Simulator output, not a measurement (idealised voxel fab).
process module | voxel transistor to metal
The figure presents cross-section cut, which has a width of 170 nm and is divided into square cells with an edge length of 5 nm.
Square cells in a grid make up a cross-section in this document, and the grid is given as bands, listed from the top down, each one or more rows of cells. What a band's entry tells you: where the top is and where the bottom is, as heights in nm, and after that what lies inside, material by material from left to right, each with its width in nm. Empty space is written as the word "air", and a single material marked with the word "all across" occupies the band from edge to edge. Heads up on the height convention: 0 is the point under which the incoming wafer is all one material, and the lowest band has no bottom, it just keeps going down, like "z 0 and below". Note: "30->40" means the width goes from the first number (top row of the band) to the second number (bottom row) in equal steps per row of cells. Reading "nothing was modified" for a step: not a cell of the cross-section changed in it. If an empty space has no open way to the top and is at least 8 cells in size, "Completely enclosed voids" lists it, written width x height at distance, where distance is measured from the left edge and every value is in nm. If you see something after the settings on a step's line, that's the simulator's own remark about that step. Regarding "overlay nm": on a step with a mask, it is the distance the mask lay to the right of its planned place; a negative value places it to the left.
Plan
1,op RECEIVE | material Si
2,op OXIDIZE | depth nm 5
3,op CONFORMAL_DEP | material SiN | thk nm 10
4,op MASKED_ETCH | tone cover | mask id ACTIVE | width nm 110 | etch materials SiN | depth nm 10 | overlay nm 0
5,op MASKED_ETCH | tone cover | mask id ACTIVE | width nm 110 | etch materials SiO2 | depth nm 5 | overlay nm 0
6,op MASKED_ETCH | tone cover | mask id ACTIVE | width nm 110 | etch materials Si | depth nm 20 | overlay nm 0
7,op OXIDIZE | depth nm 5
8,op FILL_DEP | material SiO2 | thk nm 15
9,op CMP | height nm 10
10,op SELECTIVE_ETCH | etch materials SiO2 | depth nm 10
11,op STRIP | etch materials SiN
12,op SELECTIVE_ETCH | etch materials SiO2 | depth nm 5
13,op OXIDIZE | depth nm 5
14,op DIRECTIONAL_DEP | material polySi | thk nm 20
15,op DIRECTIONAL_DEP | material SiCN | thk nm 10
16,op DIRECTIONAL_DEP | material aC | thk nm 15
17,op PATTERN | tone cover | mask id GATE | material resist | width nm 30 | thk nm 35 | overlay nm 0
18,op DIRECTIONAL_ETCH | etch materials aC | depth nm 15
19,op STRIP | etch materials resist
20,op DIRECTIONAL_ETCH | etch materials SiCN | depth nm 20
21,op DIRECTIONAL_ETCH | etch materials polySi | depth nm 30
22,op STRIP | etch materials aC
23,op CONFORMAL_DEP | material SiO2 | thk nm 5
24,op DIRECTIONAL_ETCH | etch materials SiO2 | depth nm 5
25,op CONFORMAL_DEP | material SiN | thk nm 5
26,op DIRECTIONAL_ETCH | etch materials SiN | depth nm 5
27,op DIRECTIONAL_ETCH | etch materials SiO2 | depth nm 5
28,op DIRECTIONAL_ETCH | etch materials Si | depth nm 10
29,op EPI | material SiGe | thk nm 15
30,op FILL_DEP | material SiO2 | thk nm 10
31,op CMP | height nm 15
32,op STRIP | etch materials polySi
33,op SELECTIVE_ETCH | etch materials SiO2 | depth nm 5
34,op CONFORMAL_DEP | material HfO2 | thk nm 5
35,op CONFORMAL_DEP | material TiN | thk nm 5
36,op FILL_DEP | material W | thk nm 5
37,op CMP | height nm 10
38,op DIRECTIONAL_DEP | material SiO2 | thk nm 10
39,op MASKED_ETCH | tone open | mask id CONTACT | width nm 20 | pitch nm 80 | etch materials SiO2 | depth nm 25 | overlay nm 0
40,op CONFORMAL_DEP | material TiN | thk nm 5
41,op FILL_DEP | material W | thk nm 10
42,op CMP | height nm 20
43,op DIRECTIONAL_DEP | material TiN | thk nm 5
44,op DIRECTIONAL_DEP | material W | thk nm 20
45,op PATTERN | tone cover | mask id METAL_1 | material resist | width nm 20 | pitch nm 80 | thk nm 20 | overlay nm 0
46,op DIRECTIONAL_ETCH | etch materials W | depth nm 20
47,op DIRECTIONAL_ETCH | etch materials TiN | depth nm 5
48,op STRIP | etch materials resist
49,op CONFORMAL_DEP | material SiN | thk nm 5
50,op FILL_DEP | material lowk | thk nm 10
51,op CMP | height nm 45
52,op CONFORMAL_DEP | material SiN | thk nm 5
First of two wafers - as planned
Cross-section of the wafer upon arrival, representing the state reached after step 1
  z 0 and below  Si all across
  Completely enclosed voids: none
The wafer, seen in cross-section, after step 2
  z 0 to -5  SiO2 all across
  No changes below -5.
The wafer, seen in cross-section, after step 3
  z 10 to 0  SiN all across
  No changes below 0.
The wafer, seen in cross-section, after step 4
  z 10 to 0  air: 30  SiN: 110  air: 30
  No changes below 0.
The wafer, seen in cross-section, after step 5
  z 10 to 0  air: 30  SiN: 110  air: 30
  z 0 to -5  air: 30  SiO2: 110  air: 30
  No changes below -5.
The wafer, seen in cross-section, after step 6
  z 10 to 0  air: 30  SiN: 110  air: 30
  z 0 to -5  air: 30  SiO2: 110  air: 30
  z -5 to -25  air: 30  Si: 110  air: 30
  No changes below -25.
The wafer, seen in cross-section, after step 7
  z 10 to 0  air: 30  SiN: 110  air: 30
  z 0 to -5  air: 30  SiO2: 110  air: 30
  z -5 to -25  air: 30  SiO2: 5  Si: 100  SiO2: 5  air: 30
  z -25 to -30  SiO2: 35  Si: 100  SiO2: 35
  No changes below -30.
The wafer, seen in cross-section, after step 8
  z 25 to 10  SiO2 all across
  z 10 to 0  SiO2: 30  SiN: 110  SiO2: 30
  z 0 to -5  SiO2 all across
  z -5 to -30  SiO2: 35  Si: 100  SiO2: 35
  No changes below -30.
The wafer, seen in cross-section, after step 9
  z 10 to 0  SiO2: 30  SiN: 110  SiO2: 30
  No changes below 0.
The wafer, seen in cross-section, after step 10
  z 10 to 0  air: 30  SiN: 110  air: 30
  No changes below 0.
The wafer, seen in cross-section, after step 11
  z 0 to -5  SiO2 all across
  No changes below -5.
The wafer, seen in cross-section, after step 12
  z -5 to -30  SiO2: 35  Si: 100  SiO2: 35
  No changes below -30.
The wafer, seen in cross-section, after step 13
  z -5 to -10  SiO2 all across
  No changes below -10.
The wafer, seen in cross-section, after step 14
  z 15 to -5  polySi all across
  No changes below -5.
The wafer, seen in cross-section, after step 15
  z 25 to 15  SiCN all across
  No changes below 15.
The wafer, seen in cross-section, after step 16
  z 40 to 25  aC all across
  No changes below 25.
The wafer, seen in cross-section, after step 17
  z 75 to 40  air: 70  resist: 30  air: 70
  No changes below 40.
The wafer, seen in cross-section, after step 18
  z 60 to 40  air: 70  resist: 30  air: 70
  z 40 to 25  air: 70  aC: 30  air: 70
  No changes below 25.
The wafer, seen in cross-section, after step 19
  z 40 to 25  air: 70  aC: 30  air: 70
  No changes below 25.
The wafer, seen in cross-section, after step 20
  z 40 to 25  air: 70  aC: 30  air: 70
  z 25 to 15  air: 70  SiCN: 30  air: 70
  No changes below 15.
The wafer, seen in cross-section, after step 21
  z 40 to 25  air: 70  aC: 30  air: 70
  z 25 to 15  air: 70  SiCN: 30  air: 70
  z 15 to -5  air: 70  polySi: 30  air: 70
  No changes below -5.
The wafer, seen in cross-section, after step 22
  z 25 to 15  air: 70  SiCN: 30  air: 70
  No changes below 15.
The wafer, seen in cross-section, after step 23
  z 30 to 25  air: 65  SiO2: 40  air: 65
  z 25 to 15  air: 65  SiO2: 5  SiCN: 30  SiO2: 5  air: 65
  z 15 to 0  air: 65  SiO2: 5  polySi: 30  SiO2: 5  air: 65
  z 0 to -5  SiO2: 70  polySi: 30  SiO2: 70
  No changes below -5.
The wafer, seen in cross-section, after step 24
  z 25 to 15  air: 65  SiO2: 5  SiCN: 30  SiO2: 5  air: 65
  z 15 to -5  air: 65  SiO2: 5  polySi: 30  SiO2: 5  air: 65
  No changes below -5.
The wafer, seen in cross-section, after step 25
  z 30 to 25  air: 60  SiN: 50  air: 60
  z 25 to 15  air: 60  SiN: 5  SiO2: 5  SiCN: 30  SiO2: 5  SiN: 5  air: 60
  z 15 to 0  air: 60  SiN: 5  SiO2: 5  polySi: 30  SiO2: 5  SiN: 5  air: 60
  z 0 to -5  SiN: 65  SiO2: 5  polySi: 30  SiO2: 5  SiN: 65
  No changes below -5.
The wafer, seen in cross-section, after step 26
  z 25 to 15  air: 60  SiN: 5  SiO2: 5  SiCN: 30  SiO2: 5  SiN: 5  air: 60
  z 15 to -5  air: 60  SiN: 5  SiO2: 5  polySi: 30  SiO2: 5  SiN: 5  air: 60
  No changes below -5.
The wafer, seen in cross-section, after step 27
  z 25 to 20  air: 60  SiN: 5  air: 5  SiCN: 30  air: 5  SiN: 5  air: 60
  z 20 to 15  air: 60  SiN: 5  SiO2: 5  SiCN: 30  SiO2: 5  SiN: 5  air: 60
  z 15 to -5  air: 60  SiN: 5  SiO2: 5  polySi: 30  SiO2: 5  SiN: 5  air: 60
  z -5 to -10  air: 60  SiO2: 50  air: 60
  No changes below -10.
The wafer, seen in cross-section, after step 28
  z 25 to 20  air: 60  SiN: 5  air: 5  SiCN: 30  air: 5  SiN: 5  air: 60
  z 20 to 15  air: 60  SiN: 5  SiO2: 5  SiCN: 30  SiO2: 5  SiN: 5  air: 60
  z 15 to -5  air: 60  SiN: 5  SiO2: 5  polySi: 30  SiO2: 5  SiN: 5  air: 60
  z -5 to -10  air: 60  SiO2: 50  air: 60
  z -10 to -20  SiO2: 35  air: 25  Si: 50  air: 25  SiO2: 35
  No changes below -20.
The wafer, seen in cross-section, after step 29
  z 25 to 20  air: 60  SiN: 5  air: 5  SiCN: 30  air: 5  SiN: 5  air: 60
  z 20 to 15  air: 60  SiN: 5  SiO2: 5  SiCN: 30  SiO2: 5  SiN: 5  air: 60
  z 15 to 5  air: 60  SiN: 5  SiO2: 5  polySi: 30  SiO2: 5  SiN: 5  air: 60
  z 5 to -5  air: 45  SiGe: 15  SiN: 5  SiO2: 5  polySi: 30  SiO2: 5  SiN: 5  SiGe: 15  air: 45
  z -5 to -10  air: 30  SiGe: 30  SiO2: 50  SiGe: 30  air: 30
  z -10 to -20  SiO2: 35  SiGe: 25  Si: 50  SiGe: 25  SiO2: 35
  No changes below -20.
The wafer, seen in cross-section, after step 30
  z 35 to 25  SiO2 all across
  z 25 to 15  SiO2: 60  SiN: 5  SiO2: 5  SiCN: 30  SiO2: 5  SiN: 5  SiO2: 60
  z 15 to 5  SiO2: 60  SiN: 5  SiO2: 5  polySi: 30  SiO2: 5  SiN: 5  SiO2: 60
  z 5 to -5  SiO2: 45  SiGe: 15  SiN: 5  SiO2: 5  polySi: 30  SiO2: 5  SiN: 5  SiGe: 15  SiO2: 45
  z -5 to -10  SiO2: 30  SiGe: 30  SiO2: 50  SiGe: 30  SiO2: 30
  No changes below -10.
The wafer, seen in cross-section, after step 31
  z 15 to 5  SiO2: 60  SiN: 5  SiO2: 5  polySi: 30  SiO2: 5  SiN: 5  SiO2: 60
  No changes below 5.
The wafer, seen in cross-section, after step 32
  z 15 to 5  SiO2: 60  SiN: 5  SiO2: 5  air: 30  SiO2: 5  SiN: 5  SiO2: 60
  z 5 to -5  SiO2: 45  SiGe: 15  SiN: 5  SiO2: 5  air: 30  SiO2: 5  SiN: 5  SiGe: 15  SiO2: 45
  No changes below -5.
The wafer, seen in cross-section, after step 33
  z 15 to 10  air: 60  SiN: 5  air: 40  SiN: 5  air: 60
  z 10 to 5  SiO2: 60  SiN: 5  air: 40  SiN: 5  SiO2: 60
  z 5 to -5  SiO2: 45  SiGe: 15  SiN: 5  air: 40  SiN: 5  SiGe: 15  SiO2: 45
  z -5 to -10  SiO2: 30  SiGe: 30  SiO2: 5  air: 40  SiO2: 5  SiGe: 30  SiO2: 30
  No changes below -10.
The wafer, seen in cross-section, after step 34
  z 20 to 15  air: 55  HfO2: 15  air: 30  HfO2: 15  air: 55
  z 15 to 10  HfO2: 60  SiN: 5  HfO2: 5  air: 30  HfO2: 5  SiN: 5  HfO2: 60
  z 10 to 5  SiO2: 60  SiN: 5  HfO2: 5  air: 30  HfO2: 5  SiN: 5  SiO2: 60
  z 5 to -5  SiO2: 45  SiGe: 15  SiN: 5  HfO2: 5  air: 30  HfO2: 5  SiN: 5  SiGe: 15  SiO2: 45
  z -5 to -10  SiO2: 30  SiGe: 30  SiO2: 5  HfO2: 40  SiO2: 5  SiGe: 30  SiO2: 30
  No changes below -10.
The wafer, seen in cross-section, after step 35
  z 25 to 20  air: 50  TiN: 25  air: 20  TiN: 25  air: 50
  z 20 to 15  TiN: 55  HfO2: 15  TiN: 5  air: 20  TiN: 5  HfO2: 15  TiN: 55
  z 15 to 10  HfO2: 60  SiN: 5  HfO2: 5  TiN: 5  air: 20  TiN: 5  HfO2: 5  SiN: 5  HfO2: 60
  z 10 to 5  SiO2: 60  SiN: 5  HfO2: 5  TiN: 5  air: 20  TiN: 5  HfO2: 5  SiN: 5  SiO2: 60
  z 5 to 0  SiO2: 45  SiGe: 15  SiN: 5  HfO2: 5  TiN: 5  air: 20  TiN: 5  HfO2: 5  SiN: 5  SiGe: 15  SiO2: 45
  z 0 to -5  SiO2: 45  SiGe: 15  SiN: 5  HfO2: 5  TiN: 30  HfO2: 5  SiN: 5  SiGe: 15  SiO2: 45
  No changes below -5.
The wafer, seen in cross-section, after step 36
  z 30 to 25  W all across
  z 25 to 20  W: 50  TiN: 25  W: 20  TiN: 25  W: 50
  z 20 to 15  TiN: 55  HfO2: 15  TiN: 5  W: 20  TiN: 5  HfO2: 15  TiN: 55
  z 15 to 10  HfO2: 60  SiN: 5  HfO2: 5  TiN: 5  W: 20  TiN: 5  HfO2: 5  SiN: 5  HfO2: 60
  z 10 to 5  SiO2: 60  SiN: 5  HfO2: 5  TiN: 5  W: 20  TiN: 5  HfO2: 5  SiN: 5  SiO2: 60
  z 5 to 0  SiO2: 45  SiGe: 15  SiN: 5  HfO2: 5  TiN: 5  W: 20  TiN: 5  HfO2: 5  SiN: 5  SiGe: 15  SiO2: 45
  No changes below 0.
The wafer, seen in cross-section, after step 37
  z 10 to 5  SiO2: 60  SiN: 5  HfO2: 5  TiN: 5  W: 20  TiN: 5  HfO2: 5  SiN: 5  SiO2: 60
  No changes below 5.
The wafer, seen in cross-section, after step 38
  z 20 to 10  SiO2 all across
  No changes below 10.
The wafer, seen in cross-section, after step 39
  z 20 to 10  SiO2: 35  air: 20  SiO2: 60  air: 20  SiO2: 35
  z 10 to 5  SiO2: 35  air: 20  SiO2: 5  SiN: 5  HfO2: 5  TiN: 5  W: 20  TiN: 5  HfO2: 5  SiN: 5  SiO2: 5  air: 20  SiO2: 35
  z 5 to 0  SiO2: 35  air: 10  SiGe: 15  SiN: 5  HfO2: 5  TiN: 5  W: 20  TiN: 5  HfO2: 5  SiN: 5  SiGe: 15  air: 10  SiO2: 35
  z 0 to -5  SiO2: 35  air: 10  SiGe: 15  SiN: 5  HfO2: 5  TiN: 30  HfO2: 5  SiN: 5  SiGe: 15  air: 10  SiO2: 35
  No changes below -5.
The wafer, seen in cross-section, after step 40
  z 25 to 20  TiN: 40  air: 10  TiN: 70  air: 10  TiN: 40
  z 20 to 10  SiO2: 35  TiN: 5  air: 10  TiN: 5  SiO2: 60  TiN: 5  air: 10  TiN: 5  SiO2: 35
  z 10 to 5  SiO2: 35  TiN: 20  SiO2: 5  SiN: 5  HfO2: 5  TiN: 5  W: 20  TiN: 5  HfO2: 5  SiN: 5  SiO2: 5  TiN: 20  SiO2: 35
  z 5 to 0  SiO2: 35  TiN: 10  SiGe: 15  SiN: 5  HfO2: 5  TiN: 5  W: 20  TiN: 5  HfO2: 5  SiN: 5  SiGe: 15  TiN: 10  SiO2: 35
  z 0 to -5  SiO2: 35  TiN: 10  SiGe: 15  SiN: 5  HfO2: 5  TiN: 30  HfO2: 5  SiN: 5  SiGe: 15  TiN: 10  SiO2: 35
  No changes below -5.
The wafer, seen in cross-section, after step 41
  z 35 to 25  W all across
  z 25 to 20  TiN: 40  W: 10  TiN: 70  W: 10  TiN: 40
  z 20 to 10  SiO2: 35  TiN: 5  W: 10  TiN: 5  SiO2: 60  TiN: 5  W: 10  TiN: 5  SiO2: 35
  No changes below 10.
The wafer, seen in cross-section, after step 42
  z 20 to 10  SiO2: 35  TiN: 5  W: 10  TiN: 5  SiO2: 60  TiN: 5  W: 10  TiN: 5  SiO2: 35
  No changes below 10.
The wafer, seen in cross-section, after step 43
  z 25 to 20  TiN all across
  No changes below 20.
The wafer, seen in cross-section, after step 44
  z 45 to 25  W all across
  No changes below 25.
The wafer, seen in cross-section, after step 45
  z 65 to 45  air: 35  resist: 20  air: 60  resist: 20  air: 35
  No changes below 45.
The wafer, seen in cross-section, after step 46
  z 65 to 45  air: 35  resist: 20  air: 60  resist: 20  air: 35
  z 45 to 25  air: 35  W: 20  air: 60  W: 20  air: 35
  No changes below 25.
The wafer, seen in cross-section, after step 47
  z 65 to 45  air: 35  resist: 20  air: 60  resist: 20  air: 35
  z 45 to 25  air: 35  W: 20  air: 60  W: 20  air: 35
  z 25 to 20  air: 35  TiN: 20  air: 60  TiN: 20  air: 35
  No changes below 20.
The wafer, seen in cross-section, after step 48
  z 45 to 25  air: 35  W: 20  air: 60  W: 20  air: 35
  No changes below 25.
The wafer, seen in cross-section, after step 49
  z 50 to 45  air: 30  SiN: 30  air: 50  SiN: 30  air: 30
  z 45 to 25  air: 30  SiN: 5  W: 20  SiN: 5  air: 50  SiN: 5  W: 20  SiN: 5  air: 30
  z 25 to 20  SiN: 35  TiN: 20  SiN: 60  TiN: 20  SiN: 35
  No changes below 20.
The wafer, seen in cross-section, after step 50
  z 60 to 50  lowk all across
  z 50 to 45  lowk: 30  SiN: 30  lowk: 50  SiN: 30  lowk: 30
  z 45 to 25  lowk: 30  SiN: 5  W: 20  SiN: 5  lowk: 50  SiN: 5  W: 20  SiN: 5  lowk: 30
  No changes below 25.
The wafer, seen in cross-section, after step 51
  z 45 to 25  lowk: 30  SiN: 5  W: 20  SiN: 5  lowk: 50  SiN: 5  W: 20  SiN: 5  lowk: 30
  No changes below 25.
The wafer, seen in cross-section, after step 52
  z 50 to 45  SiN all across
  No changes below 45.
Regarding the second of the two wafers: it shared the first wafer's starting condition and process plan, yet one error occurred during its execution. Its history coincides with that of the first wafer up to and including step 16
Cross-section of the second wafer when, according to plan, step 17 should have finished
  z 75 to 40  resist: 70  air: 30  resist: 70
  No changes below 40.
Cross-section of the second wafer when, according to plan, step 18 should have finished
  z 60 to 40  resist: 70  air: 30  resist: 70
  z 40 to 25  aC: 70  air: 30  aC: 70
  No changes below 25.
Cross-section of the second wafer when, according to plan, step 19 should have finished
  z 40 to 25  aC: 70  air: 30  aC: 70
  No changes below 25.
Cross-section of the second wafer when, according to plan, step 20 should have finished
  z 40 to 25  aC: 70  air: 30  aC: 70
  z 25 to 15  SiCN: 70  air: 30  SiCN: 70
  No changes below 15.
Cross-section of the second wafer when, according to plan, step 21 should have finished
  z 40 to 25  aC: 70  air: 30  aC: 70
  z 25 to 15  SiCN: 70  air: 30  SiCN: 70
  z 15 to -5  polySi: 70  air: 30  polySi: 70
  No changes below -5.
Cross-section of the second wafer when, according to plan, step 22 should have finished
  z 25 to 15  SiCN: 70  air: 30  SiCN: 70
  No changes below 15.
Cross-section of the second wafer when, according to plan, step 23 should have finished
  z 30 to 25  SiO2: 75  air: 20  SiO2: 75
  z 25 to 15  SiCN: 70  SiO2: 5  air: 20  SiO2: 5  SiCN: 70
  z 15 to 0  polySi: 70  SiO2: 5  air: 20  SiO2: 5  polySi: 70
  z 0 to -5  polySi: 70  SiO2: 30  polySi: 70
  No changes below -5.
Cross-section of the second wafer when, according to plan, step 24 should have finished
  z 25 to 15  SiCN: 70  SiO2: 5  air: 20  SiO2: 5  SiCN: 70
  z 15 to -5  polySi: 70  SiO2: 5  air: 20  SiO2: 5  polySi: 70
  No changes below -5.
Cross-section of the second wafer when, according to plan, step 25 should have finished
  z 30 to 25  SiN: 80  air: 10  SiN: 80
  z 25 to 15  SiCN: 70  SiO2: 5  SiN: 5  air: 10  SiN: 5  SiO2: 5  SiCN: 70
  z 15 to 0  polySi: 70  SiO2: 5  SiN: 5  air: 10  SiN: 5  SiO2: 5  polySi: 70
  z 0 to -5  polySi: 70  SiO2: 5  SiN: 20  SiO2: 5  polySi: 70
  No changes below -5.
Cross-section of the second wafer when, according to plan, step 26 should have finished
  z 25 to 15  SiCN: 70  SiO2: 5  SiN: 5  air: 10  SiN: 5  SiO2: 5  SiCN: 70
  z 15 to -5  polySi: 70  SiO2: 5  SiN: 5  air: 10  SiN: 5  SiO2: 5  polySi: 70
  No changes below -5.
Cross-section of the second wafer when, according to plan, step 27 should have finished
  z 25 to 20  SiCN: 70  air: 5  SiN: 5  air: 10  SiN: 5  air: 5  SiCN: 70
  z 20 to 15  SiCN: 70  SiO2: 5  SiN: 5  air: 10  SiN: 5  SiO2: 5  SiCN: 70
  z 15 to -5  polySi: 70  SiO2: 5  SiN: 5  air: 10  SiN: 5  SiO2: 5  polySi: 70
  z -5 to -10  SiO2: 80  air: 10  SiO2: 80
  No changes below -10.
Cross-section of the second wafer when, according to plan, step 28 should have finished
  z 25 to 20  SiCN: 70  air: 5  SiN: 5  air: 10  SiN: 5  air: 5  SiCN: 70
  z 20 to 15  SiCN: 70  SiO2: 5  SiN: 5  air: 10  SiN: 5  SiO2: 5  SiCN: 70
  z 15 to -5  polySi: 70  SiO2: 5  SiN: 5  air: 10  SiN: 5  SiO2: 5  polySi: 70
  z -5 to -10  SiO2: 80  air: 10  SiO2: 80
  z -10 to -20  SiO2: 35  Si: 45  air: 10  Si: 45  SiO2: 35
  No changes below -20.
Cross-section of the second wafer when, according to plan, step 29 should have finished
  z 25 to 20  SiCN: 70  air: 5  SiN: 5  air: 10  SiN: 5  air: 5  SiCN: 70
  z 20 to 15  SiCN: 70  SiO2: 5  SiN: 5  air: 10  SiN: 5  SiO2: 5  SiCN: 70
  z 15 to 5  polySi: 70  SiO2: 5  SiN: 5  air: 10  SiN: 5  SiO2: 5  polySi: 70
  z 5 to -5  polySi: 70  SiO2: 5  SiN: 5  SiGe: 10  SiN: 5  SiO2: 5  polySi: 70
  z -5 to -10  SiO2: 80  SiGe: 10  SiO2: 80
  z -10 to -20  SiO2: 35  Si: 45  SiGe: 10  Si: 45  SiO2: 35
  No changes below -20.
Cross-section of the second wafer when, according to plan, step 30 should have finished
  z 35 to 25  SiO2 all across
  z 25 to 15  SiCN: 70  SiO2: 5  SiN: 5  SiO2: 10  SiN: 5  SiO2: 5  SiCN: 70
  z 15 to 5  polySi: 70  SiO2: 5  SiN: 5  SiO2: 10  SiN: 5  SiO2: 5  polySi: 70
  No changes below 5.
Cross-section of the second wafer when, according to plan, step 31 should have finished
  z 15 to 5  polySi: 70  SiO2: 5  SiN: 5  SiO2: 10  SiN: 5  SiO2: 5  polySi: 70
  No changes below 5.
Cross-section of the second wafer when, according to plan, step 32 should have finished
  z 15 to 5  air: 70  SiO2: 5  SiN: 5  SiO2: 10  SiN: 5  SiO2: 5  air: 70
  z 5 to -5  air: 70  SiO2: 5  SiN: 5  SiGe: 10  SiN: 5  SiO2: 5  air: 70
  No changes below -5.
Cross-section of the second wafer when, according to plan, step 33 should have finished
  z 15 to 10  air: 75  SiN: 5  air: 10  SiN: 5  air: 75
  z 10 to 5  air: 75  SiN: 5  SiO2: 10  SiN: 5  air: 75
  z 5 to -5  air: 75  SiN: 5  SiGe: 10  SiN: 5  air: 75
  z -5 to -10  air: 75  SiO2: 5  SiGe: 10  SiO2: 5  air: 75
  No changes below -10.
Cross-section of the second wafer when, according to plan, step 34 should have finished
  z 20 to 15  air: 70  HfO2: 30  air: 70
  z 15 to 10  air: 70  HfO2: 5  SiN: 5  HfO2: 10  SiN: 5  HfO2: 5  air: 70
  z 10 to 5  air: 70  HfO2: 5  SiN: 5  SiO2: 10  SiN: 5  HfO2: 5  air: 70
  z 5 to -5  air: 70  HfO2: 5  SiN: 5  SiGe: 10  SiN: 5  HfO2: 5  air: 70
  z -5 to -10  HfO2: 75  SiO2: 5  SiGe: 10  SiO2: 5  HfO2: 75
  No changes below -10.
Cross-section of the second wafer when, according to plan, step 35 should have finished
  z 25 to 20  air: 65  TiN: 40  air: 65
  z 20 to 15  air: 65  TiN: 5  HfO2: 30  TiN: 5  air: 65
  z 15 to 10  air: 65  TiN: 5  HfO2: 5  SiN: 5  HfO2: 10  SiN: 5  HfO2: 5  TiN: 5  air: 65
  z 10 to 5  air: 65  TiN: 5  HfO2: 5  SiN: 5  SiO2: 10  SiN: 5  HfO2: 5  TiN: 5  air: 65
  z 5 to 0  air: 65  TiN: 5  HfO2: 5  SiN: 5  SiGe: 10  SiN: 5  HfO2: 5  TiN: 5  air: 65
  z 0 to -5  TiN: 70  HfO2: 5  SiN: 5  SiGe: 10  SiN: 5  HfO2: 5  TiN: 70
  No changes below -5.
Cross-section of the second wafer when, according to plan, step 36 should have finished
  z 30 to 25  W all across
  z 25 to 20  W: 65  TiN: 40  W: 65
  z 20 to 15  W: 65  TiN: 5  HfO2: 30  TiN: 5  W: 65
  z 15 to 10  W: 65  TiN: 5  HfO2: 5  SiN: 5  HfO2: 10  SiN: 5  HfO2: 5  TiN: 5  W: 65
  z 10 to 5  W: 65  TiN: 5  HfO2: 5  SiN: 5  SiO2: 10  SiN: 5  HfO2: 5  TiN: 5  W: 65
  z 5 to 0  W: 65  TiN: 5  HfO2: 5  SiN: 5  SiGe: 10  SiN: 5  HfO2: 5  TiN: 5  W: 65
  No changes below 0.
Cross-section of the second wafer when, according to plan, step 37 should have finished
  z 10 to 5  W: 65  TiN: 5  HfO2: 5  SiN: 5  SiO2: 10  SiN: 5  HfO2: 5  TiN: 5  W: 65
  No changes below 5.
Cross-section of the second wafer when, according to plan, step 38 should have finished
  z 20 to 10  SiO2 all across
  No changes below 10.
Cross-section of the second wafer when, according to plan, step 39 should have finished
  z 20 to 10  SiO2: 35  air: 20  SiO2: 60  air: 20  SiO2: 35
  No changes below 10.
Cross-section of the second wafer when, according to plan, step 40 should have finished
  z 25 to 20  TiN: 40  air: 10  TiN: 70  air: 10  TiN: 40
  z 20 to 15  SiO2: 35  TiN: 5  air: 10  TiN: 5  SiO2: 60  TiN: 5  air: 10  TiN: 5  SiO2: 35
  z 15 to 10  SiO2: 35  TiN: 20  SiO2: 60  TiN: 20  SiO2: 35
  No changes below 10.
Cross-section of the second wafer when, according to plan, step 41 should have finished
  z 35 to 25  W all across
  z 25 to 20  TiN: 40  W: 10  TiN: 70  W: 10  TiN: 40
  z 20 to 15  SiO2: 35  TiN: 5  W: 10  TiN: 5  SiO2: 60  TiN: 5  W: 10  TiN: 5  SiO2: 35
  No changes below 15.
Cross-section of the second wafer when, according to plan, step 42 should have finished
  z 20 to 15  SiO2: 35  TiN: 5  W: 10  TiN: 5  SiO2: 60  TiN: 5  W: 10  TiN: 5  SiO2: 35
  No changes below 15.
Cross-section of the second wafer when, according to plan, step 43 should have finished
  z 25 to 20  TiN all across
  No changes below 20.
Cross-section of the second wafer when, according to plan, step 44 should have finished
  z 45 to 25  W all across
  No changes below 25.
Cross-section of the second wafer when, according to plan, step 45 should have finished
  z 65 to 45  air: 35  resist: 20  air: 60  resist: 20  air: 35
  No changes below 45.
Cross-section of the second wafer when, according to plan, step 46 should have finished
  z 65 to 45  air: 35  resist: 20  air: 60  resist: 20  air: 35
  z 45 to 25  air: 35  W: 20  air: 60  W: 20  air: 35
  No changes below 25.
Cross-section of the second wafer when, according to plan, step 47 should have finished
  z 65 to 45  air: 35  resist: 20  air: 60  resist: 20  air: 35
  z 45 to 25  air: 35  W: 20  air: 60  W: 20  air: 35
  z 25 to 20  air: 35  TiN: 20  air: 60  TiN: 20  air: 35
  No changes below 20.
Cross-section of the second wafer when, according to plan, step 48 should have finished
  z 45 to 25  air: 35  W: 20  air: 60  W: 20  air: 35
  No changes below 25.
Cross-section of the second wafer when, according to plan, step 49 should have finished
  z 50 to 45  air: 30  SiN: 30  air: 50  SiN: 30  air: 30
  z 45 to 25  air: 30  SiN: 5  W: 20  SiN: 5  air: 50  SiN: 5  W: 20  SiN: 5  air: 30
  z 25 to 20  SiN: 35  TiN: 20  SiN: 60  TiN: 20  SiN: 35
  No changes below 20.
Cross-section of the second wafer when, according to plan, step 50 should have finished
  z 60 to 50  lowk all across
  z 50 to 45  lowk: 30  SiN: 30  lowk: 50  SiN: 30  lowk: 30
  z 45 to 25  lowk: 30  SiN: 5  W: 20  SiN: 5  lowk: 50  SiN: 5  W: 20  SiN: 5  lowk: 30
  No changes below 25.
Cross-section of the second wafer when, according to plan, step 51 should have finished
  z 45 to 25  lowk: 30  SiN: 5  W: 20  SiN: 5  lowk: 50  SiN: 5  W: 20  SiN: 5  lowk: 30
  No changes below 25.
Cross-section of the second wafer when, according to plan, step 52 should have finished
  z 50 to 45  SiN all across
  No changes below 45.
Short version of what went wrong: note that step 17 departed from the planned setting and was carried out as op PATTERN | tone open | mask id GATE | material resist | width nm 30 | thk nm 35 | overlay nm 0
Counted in cells at the end, the second wafer holds more or fewer of these materials than the first: 22 more of HfO2 | 16 more of Si | 34 fewer of SiGe | 54 fewer of SiO2 | 10 more of TiN | 40 more of W
